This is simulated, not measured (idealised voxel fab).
The document below concerns the process module designated voxel capacitor over wiring.
Pictured: cross-section cut, 160 nm wide, on a grid of 5 nm square cells.
Reading order for cross-sections: top band down to bottom band. Underlying form: a grid of square cells. Band size: one or more rows of cells. Basically the band line says how high the top is and how high the bottom is, in nm, and then what's in it from left to right, every material with its width in nm. Empty space shows up as "blank", and if a single material carries "throughout" it runs the full band edge to edge. For the purposes of this specification, 0 denotes the height below which the wafer in its as-received condition is composed wholly of one material, and the lowermost band, lacking a lower limit, extends downward without end, as expressed in "top 0, no bottom". Quick explanation for "30 to 40": the width changes in equal steps down the rows of cells, from the first number in the band's top row to the second number in its bottom row. "no change occurred", as given for a step, is the statement that not any cell of the cross-section underwent a change during that step. Listed in "Trapped voids": every empty space of 8 or more cells without an open way to the top. Form: width x height at distance, the distance being from the left edge, all in nm. Where a step's line continues beyond its settings, the continuation is a remark by the simulator itself on that step. "overlay nm" denotes, for a step that has a mask, the displacement of the mask to the right of its planned place, with negative values corresponding to the left.

-- Steps planned for the process
1 RECEIVE,material Si
2 CONFORMAL_DEP,material SiO2,thk nm 10
3 CONFORMAL_DEP,material SiCN,thk nm 5
4 DIRECTIONAL_DEP,material lowk,thk nm 15
5 PATTERN,tone open,mask id METAL_1,material resist,width nm 20,pitch nm 85,thk nm 20,overlay nm 0
6 DIRECTIONAL_ETCH,etch materials lowk,depth nm 5
7 DIRECTIONAL_ETCH,etch materials SiCN,depth nm 5
8 STRIP,etch materials resist
9 CONFORMAL_DEP,material TiN,thk nm 5
10 FILL_DEP,material Cu,thk nm 5
11 CMP,height nm 30
12 EPI,material Ru,thk nm 5
13 FILL_DEP,material SiCN,thk nm 5
14 DIRECTIONAL_DEP,material lowk,thk nm 10
15 PATTERN,tone open,mask id PLUG_1,material resist,width nm 15,thk nm 15,overlay nm 0
16 DIRECTIONAL_ETCH,etch materials lowk,depth nm 10
17 DIRECTIONAL_ETCH,etch materials SiCN,depth nm 5
18 STRIP,etch materials resist
19 EPI,material Ru,thk nm 10
20 EPI,material Ru,thk nm 5
21 DIRECTIONAL_DEP,material TiN,thk nm 10
22 DIRECTIONAL_DEP,material SiN,thk nm 5
23 DIRECTIONAL_DEP,material TiN,thk nm 5
24 MASKED_ETCH,tone cover,mask id UPPER_PLATE,width nm 70,etch materials TiN,depth nm 5,overlay nm 0
25 MASKED_ETCH,tone cover,mask id UPPER_PLATE,width nm 70,etch materials SiN,depth nm 5,overlay nm 0
26 PATTERN,tone cover,mask id LOWER_PLATE,material resist,width nm 80,thk nm 15,overlay nm 0
27 DIRECTIONAL_ETCH,etch materials TiN,depth nm 10
28 STRIP,etch materials resist
29 FILL_DEP,material SiO2,thk nm 15
30 CMP,height nm 80
31 MASKED_ETCH,tone open,mask id PLUG_2,width nm 15,etch materials SiO2,depth nm 10,overlay nm 0
32 CONFORMAL_DEP,material TiN,thk nm 5
33 FILL_DEP,material W,thk nm 10
34 CMP,height nm 80
35 CONFORMAL_DEP,material SiN,thk nm 5
Split variable: depth nm, step 6. Plan value = first wafer. Wafers start alike.

-- First of several wafers (as received, post step 1), cross-sectional view
	top 0, no bottom | Si throughout
	Trapped voids: none

-- Module finished, last step 35 done: cross-section of the first of several wafers
	top 85, bottom 80 | SiN throughout
	top 80, bottom 75 | SiO2 (40); TiN (5); W (5); TiN (5); SiO2 (105)
	top 75, bottom 65 | SiO2 (40 to 30); TiN (15 to 70); SiO2 (105 to 60)
	top 65, bottom 60 | SiO2 (30); SiN (70); SiO2 (60)
	top 60, bottom 50 | SiO2 (25); TiN (80); SiO2 (55)
	top 50, bottom 40 | lowk (30); Ru (15); lowk (115)
	top 40, bottom 35 | SiCN (30); Ru (15); SiCN (115)
	top 35, bottom 30 | SiCN (20); Ru (30); SiCN (55); Ru (30); SiCN (25)
	top 30, bottom 25 | lowk (25); TiN (20); lowk (65); TiN (20); lowk (30)
	top 25, bottom 15 | lowk throughout
	top 15, bottom 10 | SiCN throughout
	top 10, bottom 0 | SiO2 throughout
	top 0, no bottom | Si throughout
	Trapped voids: none

-- Last wafer, end of module, cross-section
	top 85, bottom 80 | SiN throughout
	top 80, bottom 75 | SiO2 (40); TiN (5); W (5); TiN (5); SiO2 (105)
	top 75, bottom 65 | SiO2 (40 to 30); TiN (15 to 70); SiO2 (105 to 60)
	top 65, bottom 60 | SiO2 (30); SiN (70); SiO2 (60)
	top 60, bottom 50 | SiO2 (25); TiN (80); SiO2 (55)
	top 50, bottom 40 | lowk (30); Ru (15); lowk (115)
	top 40, bottom 35 | SiCN (30); Ru (15); SiCN (115)
	top 35, bottom 30 | SiCN (20); Ru (30); SiCN (55); Ru (30); SiCN (25)
	top 30, bottom 15 | lowk (25); TiN (5); Cu (10); TiN (5); lowk (65); TiN (5); Cu (10); TiN (5); lowk (30)
	top 15, bottom 10 | SiCN (25); TiN (20); SiCN (65); TiN (20); SiCN (30)
	top 10, bottom 0 | SiO2 throughout
	top 0, no bottom | Si throughout
	Trapped voids: none

-- Gained (+) or lost (-) cells of each material since receipt, then closed voids: one row per wafer, at the end of the module
depth nm 5, +21 Ru, +81 SiCN, +46 SiN, +190 SiO2, +59 TiN, +1 W, +146 lowk, Trapped voids: none
depth nm 10, +4 Cu, +21 Ru, +81 SiCN, +46 SiN, +190 SiO2, +63 TiN, +1 W, +138 lowk, Trapped voids: none
depth nm 15, +12 Cu, +21 Ru, +73 SiCN, +46 SiN, +190 SiO2, +71 TiN, +1 W, +130 lowk, Trapped voids: none
depth nm 20, +12 Cu, +21 Ru, +73 SiCN, +46 SiN, +190 SiO2, +71 TiN, +1 W, +130 lowk, Trapped voids: none
depth nm 25, +12 Cu, +21 Ru, +73 SiCN, +46 SiN, +190 SiO2, +71 TiN, +1 W, +130 lowk, Trapped voids: none
depth nm 30, +12 Cu, +21 Ru, +73 SiCN, +46 SiN, +190 SiO2, +71 TiN, +1 W, +130 lowk, Trapped voids: none
